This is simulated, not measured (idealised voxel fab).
Module name: voxel double patterning (process module)
Section cut is 180 nm wide and gridded with 5 nm square cells.
How to read a cross-section here: the picture is a grid of square cells, written as bands going from the top down, and any band can span one or more rows of cells. Quick guide to a band line: top height, bottom height (nm) up front; then every material left to right with its width in nm. Only one material and it's marked "full width"? Then it fills the band edge to edge. And "blank" just means empty space. A quick word on heights: they are counted from 0, and under that level the wafer as it came to us is one material throughout. The lowest band is different from the rest in having no bottom; it simply continues downward, written as in "0 and below". A width such as "30 to 40" changes by the same amount from each row of cells to the next, from the band's top row to its bottom row. "nothing got changed" for a step: no cell of the cross-section changed in that step. "Enclosed internal cavities" enumerates empty spaces isolated from the top, with no open way to it, that contain at least 8 cells, giving each as width x height at distance from the left edge, all three in nm. That trailing text on a step's line, after the settings, is the simulator's own remark on the step. overlay nm: how far to the right of its planned place the mask lay on this masked step (negative: to the left).
[The planned process steps are enumerated hereunder]
| 1 | RECEIVE, material Si |
| 2 | CONFORMAL_DEP, material SiO2, thk nm 10 |
| 3 | DIRECTIONAL_DEP, material polySi, thk nm 20 |
| 4 | DIRECTIONAL_DEP, material SiN, thk nm 5 |
| 5 | DIRECTIONAL_DEP, material aC, thk nm 10 |
| 6 | PATTERN, tone open, mask id FIRST, material resist, width nm 15, pitch nm 50, thk nm 25, overlay nm 0 |
| 7 | DIRECTIONAL_ETCH, etch materials aC, depth nm 10 |
| 8 | STRIP, etch materials resist |
| 9 | DIRECTIONAL_ETCH, etch materials SiN, depth nm 5 |
| 10 | STRIP, etch materials aC |
| 11 | DIRECTIONAL_DEP, material aC, thk nm 15 |
| 12 | PATTERN, tone open, mask id SECOND, material resist, width nm 15, pitch nm 50, thk nm 30, overlay nm 0 |
| 13 | DIRECTIONAL_ETCH, etch materials aC, depth nm 15 |
| 14 | STRIP, etch materials resist |
| 15 | DIRECTIONAL_ETCH, etch materials SiN, depth nm 5 |
| 16 | STRIP, etch materials aC |
| 17 | DIRECTIONAL_ETCH, etch materials polySi, depth nm 20 |
| 18 | STRIP, etch materials SiN |
[Delivered wafer in cross-section: state after step 1]
    0 and below | Si full width
    Enclosed internal cavities: none
[End-of-module cross-section. Starting structure and process plan as above; one mistake made in running it]
    20 down to 0 | polySi: 30, blank: 15, polySi: 10, blank: 15, polySi: 10, blank: 15, polySi: 10, blank: 15, polySi: 10, blank: 15, polySi: 35
    0 and below | Si full width
    Enclosed internal cavities: none
Nonconformance to the process plan: step 2 was left out
